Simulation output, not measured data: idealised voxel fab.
process module | voxel double patterning
cross-section cut | 160 nm wide | cells 5 nm
A cross-section is a grid of square cells, given in bands from the top down. A band is one or more rows of cells.
Each band's line starts with the height of the band's top and of its bottom, in nm. Then come its materials from left to right, each with its width in nm. One material with "throughout" fills the band from edge to edge. "air" is empty space.
Height 0 is the level under which the wafer as received is all one material. The lowest band goes on downwards, as in "0 down".
A width such as "30 to 40" changes by the same amount from each row of cells to the next, from the band's top row to its bottom row.
"no change" after a step means that no cell of the cross-section changed.
closed voids: empty space of 8 cells or more with no open way to the top, each as width x height at its distance from the left edge, in nm
after a step's settings: what the simulator itself notes on the step
overlay nm, on a step with a mask: how far to the right of its planned place the mask lay; to the left if negative
plan
1 op RECEIVE | material Si
2 op CONFORMAL_DEP | material SiN | thk nm 5
3 op DIRECTIONAL_DEP | material SiO2 | thk nm 20
4 op DIRECTIONAL_DEP | material SiCN | thk nm 5
5 op DIRECTIONAL_DEP | material aC | thk nm 15
6 op PATTERN | tone open | mask id FIRST | material resist | width nm 15 | pitch nm 50 | thk nm 30 | overlay nm 0
7 op DIRECTIONAL_ETCH | etch materials aC | depth nm 15
8 op STRIP | etch materials resist
9 op DIRECTIONAL_ETCH | etch materials SiCN | depth nm 5
10 op STRIP | etch materials aC
11 op DIRECTIONAL_DEP | material aC | thk nm 10
12 op PATTERN | tone open | mask id SECOND | material resist | width nm 15 | thk nm 25 | overlay nm 0
13 op DIRECTIONAL_ETCH | etch materials aC | depth nm 10
14 op STRIP | etch materials resist
15 op DIRECTIONAL_ETCH | etch materials SiCN | depth nm 5
16 op STRIP | etch materials aC
17 op DIRECTIONAL_ETCH | etch materials SiO2 | depth nm 20
18 op STRIP | etch materials SiCN
first wafer, as planned
as received, after step 1
  0 down: Si throughout
  closed voids: none
after step 2
  5 to 0: SiN throughout
  below 0: unchanged
after step 3
  25 to 5: SiO2 throughout
  below 5: unchanged
after step 4
  30 to 25: SiCN throughout
  below 25: unchanged
after step 5
  45 to 30: aC throughout
  below 30: unchanged
after step 6
  75 to 45: resist 45 | air 15 | resist 35 | air 15 | resist 50
  below 45: unchanged
after step 7
  60 to 45: resist 45 | air 15 | resist 35 | air 15 | resist 50
  45 to 30: aC 45 | air 15 | aC 35 | air 15 | aC 50
  below 30: unchanged
after step 8
  45 to 30: aC 45 | air 15 | aC 35 | air 15 | aC 50
  below 30: unchanged
after step 9
  45 to 30: aC 45 | air 15 | aC 35 | air 15 | aC 50
  30 to 25: SiCN 45 | air 15 | SiCN 35 | air 15 | SiCN 50
  below 25: unchanged
after step 10
  30 to 25: SiCN 45 | air 15 | SiCN 35 | air 15 | SiCN 50
  below 25: unchanged
after step 11
  40 to 35: aC 45 | air 15 | aC 35 | air 15 | aC 50
  35 to 30: aC throughout
  30 to 25: SiCN 45 | aC 15 | SiCN 35 | aC 15 | SiCN 50
  below 25: unchanged
after step 12
  65 to 40: resist 70 | air 15 | resist 75
  40 to 35: aC 45 | resist 15 | aC 35 | resist 15 | aC 50
  below 35: unchanged
after step 13
  55 to 40: resist 70 | air 15 | resist 75
  40 to 35: aC 45 | resist 15 | aC 10 | air 15 | aC 10 | resist 15 | aC 50
  35 to 30: aC 70 | air 15 | aC 75
  below 30: unchanged
after step 14
  40 to 35: aC 45 | air 15 | aC 10 | air 15 | aC 10 | air 15 | aC 50
  below 35: unchanged
after step 15
  40 to 35: aC 45 | air 15 | aC 10 | air 15 | aC 10 | air 15 | aC 50
  35 to 30: aC 70 | air 15 | aC 75
  30 to 25: SiCN 45 | aC 15 | SiCN 10 | air 15 | SiCN 10 | aC 15 | SiCN 50
  below 25: unchanged
after step 16
  30 to 25: SiCN 45 | air 15 | SiCN 10 | air 15 | SiCN 10 | air 15 | SiCN 50
  below 25: unchanged
after step 17
  30 to 25: SiCN 45 | air 15 | SiCN 10 | air 15 | SiCN 10 | air 15 | SiCN 50
  25 to 5: SiO2 45 | air 15 | SiO2 10 | air 15 | SiO2 10 | air 15 | SiO2 50
  below 5: unchanged
after step 18
  25 to 5: SiO2 45 | air 15 | SiO2 10 | air 15 | SiO2 10 | air 15 | SiO2 50
  below 5: unchanged
second wafer: like start, like plan, one mistake. Through step 2 it matches the first wafer
when step 3 should have ended
  25 to 0: SiN throughout
  below 0: unchanged
when step 4 should have ended
  30 to 25: SiCN throughout
  below 25: unchanged
when step 5 should have ended
  45 to 30: aC throughout
  below 30: unchanged
when step 6 should have ended
  75 to 45: resist 45 | air 15 | resist 35 | air 15 | resist 50
  below 45: unchanged
when step 7 should have ended
  60 to 45: resist 45 | air 15 | resist 35 | air 15 | resist 50
  45 to 30: aC 45 | air 15 | aC 35 | air 15 | aC 50
  below 30: unchanged
when step 8 should have ended
  45 to 30: aC 45 | air 15 | aC 35 | air 15 | aC 50
  below 30: unchanged
when step 9 should have ended
  45 to 30: aC 45 | air 15 | aC 35 | air 15 | aC 50
  30 to 25: SiCN 45 | air 15 | SiCN 35 | air 15 | SiCN 50
  below 25: unchanged
when step 10 should have ended
  30 to 25: SiCN 45 | air 15 | SiCN 35 | air 15 | SiCN 50
  below 25: unchanged
when step 11 should have ended
  40 to 35: aC 45 | air 15 | aC 35 | air 15 | aC 50
  35 to 30: aC throughout
  30 to 25: SiCN 45 | aC 15 | SiCN 35 | aC 15 | SiCN 50
  below 25: unchanged
when step 12 should have ended
  65 to 40: resist 70 | air 15 | resist 75
  40 to 35: aC 45 | resist 15 | aC 35 | resist 15 | aC 50
  below 35: unchanged
when step 13 should have ended
  55 to 40: resist 70 | air 15 | resist 75
  40 to 35: aC 45 | resist 15 | aC 10 | air 15 | aC 10 | resist 15 | aC 50
  35 to 30: aC 70 | air 15 | aC 75
  below 30: unchanged
when step 14 should have ended
  40 to 35: aC 45 | air 15 | aC 10 | air 15 | aC 10 | air 15 | aC 50
  below 35: unchanged
when step 15 should have ended
  40 to 35: aC 45 | air 15 | aC 10 | air 15 | aC 10 | air 15 | aC 50
  35 to 30: aC 70 | air 15 | aC 75
  30 to 25: SiCN 45 | aC 15 | SiCN 10 | air 15 | SiCN 10 | aC 15 | SiCN 50
  below 25: unchanged
when step 16 should have ended
  30 to 25: SiCN 45 | air 15 | SiCN 10 | air 15 | SiCN 10 | air 15 | SiCN 50
  below 25: unchanged
when step 17 should have ended: no change
when step 18 should have ended
  25 to 0: SiN throughout
  below 0: unchanged
what went wrong: step 3 ran as: op DIRECTIONAL_DEP | material SiN | thk nm 20
at the end the second wafer has, in cells: 128 more of SiN | 92 fewer of SiO2
